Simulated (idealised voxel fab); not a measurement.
Module name: voxel self aligned contacts (process module)
For reference, the cross-section in this document is cut, with width 170 nm and square cells of 5 nm.
If you're reading a cross-section in this doc, picture square cells in a grid; it comes to you as bands, top ones listed first down to the bottom, and a band can be one or more rows of cells.
Read a band's entry like this: the first values are the height of its top and the height of its bottom in nm, and what follows is the sequence of materials from left to right, each with its width in nm. Note that "air" is empty space, and that a single material marked "edge to edge" reaches across the band from edge to edge.
Measure heights from 0. That's the level where, below it, the as-received wafer is all one material. The lowest band is bottomless and extends downward; write it as in "z 0 and below".
Read "30 to 40" as a graded width: first number on top, second number at the bottom, same change between each pair of neighbouring rows.
Reading "nothing was modified" for a step: not a cell of the cross-section changed in it.
Closed-off voids of 8+ cells (no open route to the top) go in "Enclosed void listing", written width x height at distance from the left edge, in nm.
That trailing text on a step's line, after the settings, is the simulator's own remark on the step.
"overlay nm" answers the question of how far to the right of plan the mask lay on a step that has a mask, and when it is negative the answer is to the left.

## Here's what the planned process steps look like
1) RECEIVE,material Si
2) CONFORMAL_DEP,material SiO2,thk nm 5
3) DIRECTIONAL_DEP,material polySi,thk nm 30
4) DIRECTIONAL_DEP,material SiN,thk nm 25
5) MASKED_ETCH,tone cover,mask id GATE,width nm 30,pitch nm 70,etch materials SiN,depth nm 25,overlay nm 0
6) MASKED_ETCH,tone cover,mask id GATE,width nm 30,pitch nm 70,etch materials polySi,depth nm 30,overlay nm 0
7) CONFORMAL_DEP,material SiN,thk nm 10
8) DIRECTIONAL_ETCH,etch materials SiN,depth nm 10
9) FILL_DEP,material SiO2,thk nm 10
10) CMP,height nm 65
11) DIRECTIONAL_DEP,material aC,thk nm 15
12) PATTERN,tone open,mask id CONTACT,material resist,width nm 50,thk nm 35,overlay nm 0
13) DIRECTIONAL_ETCH,etch materials aC,depth nm 15
14) STRIP,etch materials resist
15) DIRECTIONAL_ETCH,etch materials SiO2,depth nm 65
16) STRIP,etch materials aC
17) CONFORMAL_DEP,material TiN,thk nm 5
18) FILL_DEP,material W,thk nm 5
19) CMP,height nm 65
20) CONFORMAL_DEP,material SiN,thk nm 5

## The first of two wafers, run as planned

## As-received wafer cross-section (after step 1)
* z 0 and below | Si edge to edge
* Enclosed void listing: none

## Cross-section through the wafer, step 2 finished
* z 5 to 0 | SiO2 edge to edge
* Rest of section, below 0: as before.

## Cross-section through the wafer, step 3 finished
* z 35 to 5 | polySi edge to edge
* Rest of section, below 5: as before.

## Cross-section through the wafer, step 4 finished
* z 60 to 35 | SiN edge to edge
* Rest of section, below 35: as before.

## Cross-section through the wafer, step 5 finished
* z 60 to 35 | 35 nm air  30 nm SiN  40 nm air  30 nm SiN  35 nm air
* Rest of section, below 35: as before.

## Cross-section through the wafer, step 6 finished
* z 60 to 35 | 35 nm air  30 nm SiN  40 nm air  30 nm SiN  35 nm air
* z 35 to 5 | 35 nm air  30 nm polySi  40 nm air  30 nm polySi  35 nm air
* Rest of section, below 5: as before.

## Cross-section through the wafer, step 7 finished
* z 70 to 35 | 25 nm air  50 nm SiN  20 nm air  50 nm SiN  25 nm air
* z 35 to 15 | 25 nm air  10 nm SiN  30 nm polySi  10 nm SiN  20 nm air  10 nm SiN  30 nm polySi  10 nm SiN  25 nm air
* z 15 to 5 | 35 nm SiN  30 nm polySi  40 nm SiN  30 nm polySi  35 nm SiN
* Rest of section, below 5: as before.

## Cross-section through the wafer, step 8 finished
* z 60 to 35 | 25 nm air  50 nm SiN  20 nm air  50 nm SiN  25 nm air
* z 35 to 5 | 25 nm air  10 nm SiN  30 nm polySi  10 nm SiN  20 nm air  10 nm SiN  30 nm polySi  10 nm SiN  25 nm air
* Rest of section, below 5: as before.

## Cross-section through the wafer, step 9 finished
* z 70 to 60 | SiO2 edge to edge
* z 60 to 35 | 25 nm SiO2  50 nm SiN  20 nm SiO2  50 nm SiN  25 nm SiO2
* z 35 to 5 | 25 nm SiO2  10 nm SiN  30 nm polySi  10 nm SiN  20 nm SiO2  10 nm SiN  30 nm polySi  10 nm SiN  25 nm SiO2
* Rest of section, below 5: as before.

## Cross-section through the wafer, step 10 finished
* z 65 to 60 | SiO2 edge to edge
* Rest of section, below 60: as before.

## Cross-section through the wafer, step 11 finished
* z 80 to 65 | aC edge to edge
* Rest of section, below 65: as before.

## Cross-section through the wafer, step 12 finished
* z 115 to 80 | 60 nm resist  50 nm air  60 nm resist
* Rest of section, below 80: as before.

## Cross-section through the wafer, step 13 finished
* z 100 to 80 | 60 nm resist  50 nm air  60 nm resist
* z 80 to 65 | 60 nm aC  50 nm air  60 nm aC
* Rest of section, below 65: as before.

## Cross-section through the wafer, step 14 finished
* z 80 to 65 | 60 nm aC  50 nm air  60 nm aC
* Rest of section, below 65: as before.

## Cross-section through the wafer, step 15 finished
* z 80 to 65 | 60 nm aC  50 nm air  60 nm aC
* z 65 to 60 | 60 nm SiO2  50 nm air  60 nm SiO2
* z 60 to 35 | 25 nm SiO2  50 nm SiN  20 nm air  50 nm SiN  25 nm SiO2
* z 35 to 5 | 25 nm SiO2  10 nm SiN  30 nm polySi  10 nm SiN  20 nm air  10 nm SiN  30 nm polySi  10 nm SiN  25 nm SiO2
* z 5 to 0 | 75 nm SiO2  20 nm air  75 nm SiO2
* Rest of section, below 0: as before.

## Cross-section through the wafer, step 16 finished
* z 65 to 60 | 60 nm SiO2  50 nm air  60 nm SiO2
* Rest of section, below 60: as before.

## Cross-section through the wafer, step 17 finished
* z 70 to 65 | 65 nm TiN  40 nm air  65 nm TiN
* z 65 to 60 | 60 nm SiO2  20 nm TiN  10 nm air  20 nm TiN  60 nm SiO2
* z 60 to 35 | 25 nm SiO2  50 nm SiN  5 nm TiN  10 nm air  5 nm TiN  50 nm SiN  25 nm SiO2
* z 35 to 5 | 25 nm SiO2  10 nm SiN  30 nm polySi  10 nm SiN  5 nm TiN  10 nm air  5 nm TiN  10 nm SiN  30 nm polySi  10 nm SiN  25 nm SiO2
* z 5 to 0 | 75 nm SiO2  20 nm TiN  75 nm SiO2
* Rest of section, below 0: as before.

## Cross-section through the wafer, step 18 finished
* z 75 to 70 | W edge to edge
* z 70 to 65 | 65 nm TiN  40 nm W  65 nm TiN
* z 65 to 60 | 60 nm SiO2  20 nm TiN  10 nm W  20 nm TiN  60 nm SiO2
* z 60 to 35 | 25 nm SiO2  50 nm SiN  5 nm TiN  10 nm W  5 nm TiN  50 nm SiN  25 nm SiO2
* z 35 to 5 | 25 nm SiO2  10 nm SiN  30 nm polySi  10 nm SiN  5 nm TiN  10 nm W  5 nm TiN  10 nm SiN  30 nm polySi  10 nm SiN  25 nm SiO2
* Rest of section, below 5: as before.

## Cross-section through the wafer, step 19 finished
* z 65 to 60 | 60 nm SiO2  20 nm TiN  10 nm W  20 nm TiN  60 nm SiO2
* Rest of section, below 60: as before.

## Cross-section through the wafer, step 20 finished
* z 70 to 65 | SiN edge to edge
* Rest of section, below 65: as before.

## Second of two: same start, same plan, one run error; steps up to and including 2 match the first

## Planned end of step 3: second wafer, cross-section
* z 30 to 5 | SiN edge to edge
* Rest of section, below 5: as before.

## Planned end of step 4: second wafer, cross-section
* z 60 to 30 | polySi edge to edge
* Rest of section, below 30: as before.

Planned end of step 5: second wafer, cross-section: nothing was modified

## Planned end of step 6: second wafer, cross-section
* z 60 to 30 | 35 nm air  30 nm polySi  40 nm air  30 nm polySi  35 nm air
* Rest of section, below 30: as before.

## Planned end of step 7: second wafer, cross-section
* z 70 to 60 | 25 nm air  50 nm SiN  20 nm air  50 nm SiN  25 nm air
* z 60 to 40 | 25 nm air  10 nm SiN  30 nm polySi  10 nm SiN  20 nm air  10 nm SiN  30 nm polySi  10 nm SiN  25 nm air
* z 40 to 30 | 35 nm SiN  30 nm polySi  40 nm SiN  30 nm polySi  35 nm SiN
* Rest of section, below 30: as before.

## Planned end of step 8: second wafer, cross-section
* z 60 to 30 | 25 nm air  10 nm SiN  30 nm polySi  10 nm SiN  20 nm air  10 nm SiN  30 nm polySi  10 nm SiN  25 nm air
* Rest of section, below 30: as before.

## Planned end of step 9: second wafer, cross-section
* z 70 to 60 | SiO2 edge to edge
* z 60 to 30 | 25 nm SiO2  10 nm SiN  30 nm polySi  10 nm SiN  20 nm SiO2  10 nm SiN  30 nm polySi  10 nm SiN  25 nm SiO2
* Rest of section, below 30: as before.

## Planned end of step 10: second wafer, cross-section
* z 65 to 60 | SiO2 edge to edge
* Rest of section, below 60: as before.

## Planned end of step 11: second wafer, cross-section
* z 80 to 65 | aC edge to edge
* Rest of section, below 65: as before.

## Planned end of step 12: second wafer, cross-section
* z 115 to 80 | 60 nm resist  50 nm air  60 nm resist
* Rest of section, below 80: as before.

## Planned end of step 13: second wafer, cross-section
* z 100 to 80 | 60 nm resist  50 nm air  60 nm resist
* z 80 to 65 | 60 nm aC  50 nm air  60 nm aC
* Rest of section, below 65: as before.

## Planned end of step 14: second wafer, cross-section
* z 80 to 65 | 60 nm aC  50 nm air  60 nm aC
* Rest of section, below 65: as before.

## Planned end of step 15: second wafer, cross-section
* z 80 to 65 | 60 nm aC  50 nm air  60 nm aC
* z 65 to 60 | 60 nm SiO2  50 nm air  60 nm SiO2
* z 60 to 30 | 25 nm SiO2  10 nm SiN  30 nm polySi  10 nm SiN  20 nm air  10 nm SiN  30 nm polySi  10 nm SiN  25 nm SiO2
* Rest of section, below 30: as before.

## Planned end of step 16: second wafer, cross-section
* z 65 to 60 | 60 nm SiO2  50 nm air  60 nm SiO2
* Rest of section, below 60: as before.

## Planned end of step 17: second wafer, cross-section
* z 70 to 65 | 65 nm TiN  40 nm air  65 nm TiN
* z 65 to 60 | 60 nm SiO2  20 nm TiN  10 nm air  20 nm TiN  60 nm SiO2
* z 60 to 35 | 25 nm SiO2  10 nm SiN  30 nm polySi  10 nm SiN  5 nm TiN  10 nm air  5 nm TiN  10 nm SiN  30 nm polySi  10 nm SiN  25 nm SiO2
* z 35 to 30 | 25 nm SiO2  10 nm SiN  30 nm polySi  10 nm SiN  20 nm TiN  10 nm SiN  30 nm polySi  10 nm SiN  25 nm SiO2
* Rest of section, below 30: as before.

## Planned end of step 18: second wafer, cross-section
* z 75 to 70 | W edge to edge
* z 70 to 65 | 65 nm TiN  40 nm W  65 nm TiN
* z 65 to 60 | 60 nm SiO2  20 nm TiN  10 nm W  20 nm TiN  60 nm SiO2
* z 60 to 35 | 25 nm SiO2  10 nm SiN  30 nm polySi  10 nm SiN  5 nm TiN  10 nm W  5 nm TiN  10 nm SiN  30 nm polySi  10 nm SiN  25 nm SiO2
* Rest of section, below 35: as before.

## Planned end of step 19: second wafer, cross-section
* z 65 to 60 | 60 nm SiO2  20 nm TiN  10 nm W  20 nm TiN  60 nm SiO2
* Rest of section, below 60: as before.

## Planned end of step 20: second wafer, cross-section
* z 70 to 65 | SiN edge to edge
* Rest of section, below 65: as before.
What broke from the plan during processing? the intended sequence of steps 3 and 4 was reversed during processing, with each occupying the position of the other
Final difference in cells, second wafer against first, listed per material as more or fewer: SiN: 70 more, SiO2: 46 fewer, TiN: 12 fewer, W: 12 fewer
